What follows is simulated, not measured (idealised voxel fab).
process module | voxel transistor to metal
cross-section cut | 300 nm wide | cells 5 nm
A cross-section is a grid of square cells, given in bands from the top down. A band is one or more rows of cells.
Each band's line starts with the height of the band's top and of its bottom, in nm. Then come its materials from left to right, each with its width in nm. One material with "throughout" fills the band from edge to edge. "air" is empty space.
Height 0 is the level under which the wafer as received is all one material. The lowest band goes on downwards, as in "0 down".
A width such as "30 to 40" changes by the same amount from each row of cells to the next, from the band's top row to its bottom row.
"no change" after a step means that no cell of the cross-section changed.
closed voids: empty space of 8 cells or more with no open way to the top, each as width x height at its distance from the left edge, in nm
after a step's settings: what the simulator itself notes on the step
overlay nm, on a step with a mask: how far to the right of its planned place the mask lay; to the left if negative
plan
1 op RECEIVE | material Si
2 op CONFORMAL_DEP | material SiO2 | thk nm 5
3 op CONFORMAL_DEP | material SiN | thk nm 15
4 op PATTERN | tone cover | mask id ACTIVE | material resist | width nm 115 | pitch nm 145 | thk nm 20 | overlay nm 0
5 op DIRECTIONAL_ETCH | etch materials SiN | depth nm 15
6 op DIRECTIONAL_ETCH | etch materials SiO2 | depth nm 5
7 op DIRECTIONAL_ETCH | etch materials Si | depth nm 25
8 op STRIP | etch materials resist
9 op OXIDIZE | depth nm 5
10 op FILL_DEP | material SiO2 | thk nm 10
11 op CMP | height nm 20
12 op SELECTIVE_ETCH | etch materials SiO2 | depth nm 5
13 op STRIP | etch materials SiN
14 op SELECTIVE_ETCH | etch materials SiO2 | depth nm 5
15 op OXIDIZE | depth nm 5
16 op DIRECTIONAL_DEP | material polySi | thk nm 25
17 op DIRECTIONAL_DEP | material SiCN | thk nm 10
18 op MASKED_ETCH | tone cover | mask id GATE | width nm 25 | pitch nm 145 | etch materials SiCN | depth nm 20 | overlay nm 0
19 op MASKED_ETCH | tone cover | mask id GATE | width nm 25 | pitch nm 145 | etch materials polySi | depth nm 35 | overlay nm 0
20 op CONFORMAL_DEP | material SiN | thk nm 10
21 op DIRECTIONAL_ETCH | etch materials SiN | depth nm 10
22 op DIRECTIONAL_ETCH | etch materials SiO2 | depth nm 5
23 op DIRECTIONAL_ETCH | etch materials Si | depth nm 15
24 op EPI | material nSi | thk nm 20
25 op FILL_DEP | material SiO2 | thk nm 10
26 op CMP | height nm 35
27 op DIRECTIONAL_DEP | material SiO2 | thk nm 10
28 op MASKED_ETCH | tone open | mask id CONTACT | width nm 30 | etch materials SiO2 | depth nm 45 | overlay nm 0
29 op CONFORMAL_DEP | material TiN | thk nm 5
30 op FILL_DEP | material Ru | thk nm 5
31 op CMP | height nm 45
32 op DIRECTIONAL_DEP | material TiN | thk nm 5
33 op DIRECTIONAL_DEP | material W | thk nm 15
34 op PATTERN | tone cover | mask id METAL_1 | material resist | width nm 20 | thk nm 15 | overlay nm 0
35 op DIRECTIONAL_ETCH | etch materials W | depth nm 15
36 op DIRECTIONAL_ETCH | etch materials TiN | depth nm 5
37 op STRIP | etch materials resist
38 op FILL_DEP | material lowk | thk nm 10
39 op CMP | height nm 65
40 op CONFORMAL_DEP | material SiCN | thk nm 5
41 op DIRECTIONAL_DEP | material SiO2 | thk nm 30
42 op PATTERN | tone open | mask id METAL_2_HOLES | material resist | width nm 15 | pitch nm 145 | thk nm 20 | overlay nm 0
43 op DIRECTIONAL_ETCH | etch materials SiO2 | depth nm 30
44 op STRIP | etch materials resist
45 op PATTERN | tone open | mask id METAL_2 | material resist | width nm 20 | pitch nm 145 | thk nm 20 | overlay nm 0
46 op DIRECTIONAL_ETCH | etch materials SiO2 | depth nm 15
47 op DIRECTIONAL_ETCH | etch materials SiCN | depth nm 5
48 op STRIP | etch materials resist
49 op CONFORMAL_DEP | material TiN | thk nm 5
50 op FILL_DEP | material Cu | thk nm 5
51 op CMP | height nm 100
52 op CONFORMAL_DEP | material SiCN | thk nm 5
as received, after step 1
  0 down: Si throughout
  closed voids: none
first wafer at the end, as planned
  105 to 100: SiCN throughout
  100 to 90: SiO2 30 | TiN 5 | Cu 10 | TiN 5 | SiO2 125 | TiN 5 | Cu 10 | TiN 5 | SiO2 105
  90 to 85: SiO2 30 | TiN 5 | Cu 5 | TiN 10 | SiO2 125 | TiN 5 | Cu 5 | TiN 10 | SiO2 105
  85 to 70: SiO2 30 | TiN 5 | Cu 5 | TiN 5 | SiO2 130 | TiN 5 | Cu 5 | TiN 5 | SiO2 110
  70 to 65: SiCN 30 | TiN 15 | SiCN 130 | TiN 15 | SiCN 110
  65 to 50: lowk 30 | W 20 | lowk 55 | W 20 | lowk 50 | W 20 | lowk 55 | W 20 | lowk 30
  50 to 45: lowk 30 | TiN 20 | lowk 55 | TiN 20 | lowk 50 | TiN 20 | lowk 55 | TiN 20 | lowk 30
  45 to 35: SiO2 30 | TiN 5 | Ru 20 to 15 | TiN 5 to 10 | SiO2 35 | TiN 5 to 10 | Ru 20 to 15 | TiN 5 | SiO2 50 | TiN 5 | Ru 20 to 15 | TiN 5 to 10 | SiO2 35 | TiN 5 to 10 | Ru 20 to 15 | TiN 5 | SiO2 30
  35 to 25: SiO2 30 | TiN 5 | Ru 15 | TiN 5 | SiN 10 | SiCN 25 | SiN 10 | TiN 5 | Ru 15 | TiN 5 | SiO2 50 | TiN 5 | Ru 15 | TiN 5 | SiN 10 | SiCN 25 | SiN 10 | TiN 5 | Ru 15 | TiN 5 | SiO2 30
  25 to 20: SiO2 30 | TiN 5 | Ru 15 | TiN 5 | SiN 10 | polySi 25 | SiN 10 | TiN 5 | Ru 15 | TiN 5 | SiO2 50 | TiN 5 | Ru 15 | TiN 5 | SiN 10 | polySi 25 | SiN 10 | TiN 5 | Ru 15 | TiN 5 | SiO2 30
  20 to 15: SiO2 30 | TiN 25 | SiN 10 | polySi 25 | SiN 10 | TiN 25 | SiO2 50 | TiN 25 | SiN 10 | polySi 25 | SiN 10 | TiN 25 | SiO2 30
  15 to 10: SiO2 30 | TiN 5 | nSi 20 | SiN 10 | polySi 25 | SiN 10 | nSi 20 | TiN 5 | SiO2 50 | TiN 5 | nSi 20 | SiN 10 | polySi 25 | SiN 10 | nSi 20 | TiN 5 | SiO2 30
  10 to 0: SiO2 15 | SiN 10 | SiO2 5 | TiN 5 | nSi 20 | SiN 10 | polySi 25 | SiN 10 | nSi 20 | TiN 5 | SiO2 5 | SiN 10 | SiO2 20 | SiN 10 | SiO2 5 | TiN 5 | nSi 20 | SiN 10 | polySi 25 | SiN 10 | nSi 20 | TiN 5 | SiO2 5 | SiN 10 | SiO2 15
  0 to -5: SiO2 25 | nSi 30 | SiO2 45 | nSi 30 | SiO2 40 | nSi 30 | SiO2 45 | nSi 30 | SiO2 25
  -5 to -20: SiO2 25 | nSi 30 | Si 45 | nSi 30 | SiO2 40 | nSi 30 | Si 45 | nSi 30 | SiO2 25
  -20 to -30: SiO2 25 | Si 105 | SiO2 40 | Si 105 | SiO2 25
  -30 down: Si throughout
  closed voids: none
second wafer at the end: like start, like plan, one mistake
  105 to 100: SiCN throughout
  100 to 90: SiO2 30 | TiN 5 | Cu 10 | TiN 5 | SiO2 125 | TiN 5 | Cu 10 | TiN 5 | SiO2 105
  90 to 85: SiO2 30 | TiN 5 | Cu 5 | TiN 10 | SiO2 125 | TiN 5 | Cu 5 | TiN 10 | SiO2 105
  85 to 70: SiO2 30 | TiN 5 | Cu 5 | TiN 5 | SiO2 130 | TiN 5 | Cu 5 | TiN 5 | SiO2 110
  70 to 65: SiCN 30 | TiN 15 | SiCN 130 | TiN 15 | SiCN 110
  65 to 50: W 30 | lowk 20 | W 55 | lowk 20 | W 50 | lowk 20 | W 55 | lowk 20 | W 30
  50 to 45: TiN 30 | lowk 20 | TiN 55 | lowk 20 | TiN 50 | lowk 20 | TiN 55 | lowk 20 | TiN 30
  45 to 35: SiO2 30 | TiN 5 | Ru 20 to 15 | TiN 5 to 10 | SiO2 35 | TiN 5 to 10 | Ru 20 to 15 | TiN 5 | SiO2 50 | TiN 5 | Ru 20 to 15 | TiN 5 to 10 | SiO2 35 | TiN 5 to 10 | Ru 20 to 15 | TiN 5 | SiO2 30
  35 to 25: SiO2 30 | TiN 5 | Ru 15 | TiN 5 | SiN 10 | SiCN 25 | SiN 10 | TiN 5 | Ru 15 | TiN 5 | SiO2 50 | TiN 5 | Ru 15 | TiN 5 | SiN 10 | SiCN 25 | SiN 10 | TiN 5 | Ru 15 | TiN 5 | SiO2 30
  25 to 20: SiO2 30 | TiN 5 | Ru 15 | TiN 5 | SiN 10 | polySi 25 | SiN 10 | TiN 5 | Ru 15 | TiN 5 | SiO2 50 | TiN 5 | Ru 15 | TiN 5 | SiN 10 | polySi 25 | SiN 10 | TiN 5 | Ru 15 | TiN 5 | SiO2 30
  20 to 15: SiO2 30 | TiN 25 | SiN 10 | polySi 25 | SiN 10 | TiN 25 | SiO2 50 | TiN 25 | SiN 10 | polySi 25 | SiN 10 | TiN 25 | SiO2 30
  15 to 10: SiO2 30 | TiN 5 | nSi 20 | SiN 10 | polySi 25 | SiN 10 | nSi 20 | TiN 5 | SiO2 50 | TiN 5 | nSi 20 | SiN 10 | polySi 25 | SiN 10 | nSi 20 | TiN 5 | SiO2 30
  10 to 0: SiO2 15 | SiN 10 | SiO2 5 | TiN 5 | nSi 20 | SiN 10 | polySi 25 | SiN 10 | nSi 20 | TiN 5 | SiO2 5 | SiN 10 | SiO2 20 | SiN 10 | SiO2 5 | TiN 5 | nSi 20 | SiN 10 | polySi 25 | SiN 10 | nSi 20 | TiN 5 | SiO2 5 | SiN 10 | SiO2 15
  0 to -5: SiO2 25 | nSi 30 | SiO2 45 | nSi 30 | SiO2 40 | nSi 30 | SiO2 45 | nSi 30 | SiO2 25
  -5 to -20: SiO2 25 | nSi 30 | Si 45 | nSi 30 | SiO2 40 | nSi 30 | Si 45 | nSi 30 | SiO2 25
  -20 to -30: SiO2 25 | Si 105 | SiO2 40 | Si 105 | SiO2 25
  -30 down: Si throughout
  closed voids: none
what went wrong: step 34 ran as: op PATTERN | tone open | mask id METAL_1 | material resist | width nm 20 | thk nm 15 | overlay nm 0
at the end the second wafer has, in cells: 28 more of TiN | 84 more of W | 112 fewer of lowk
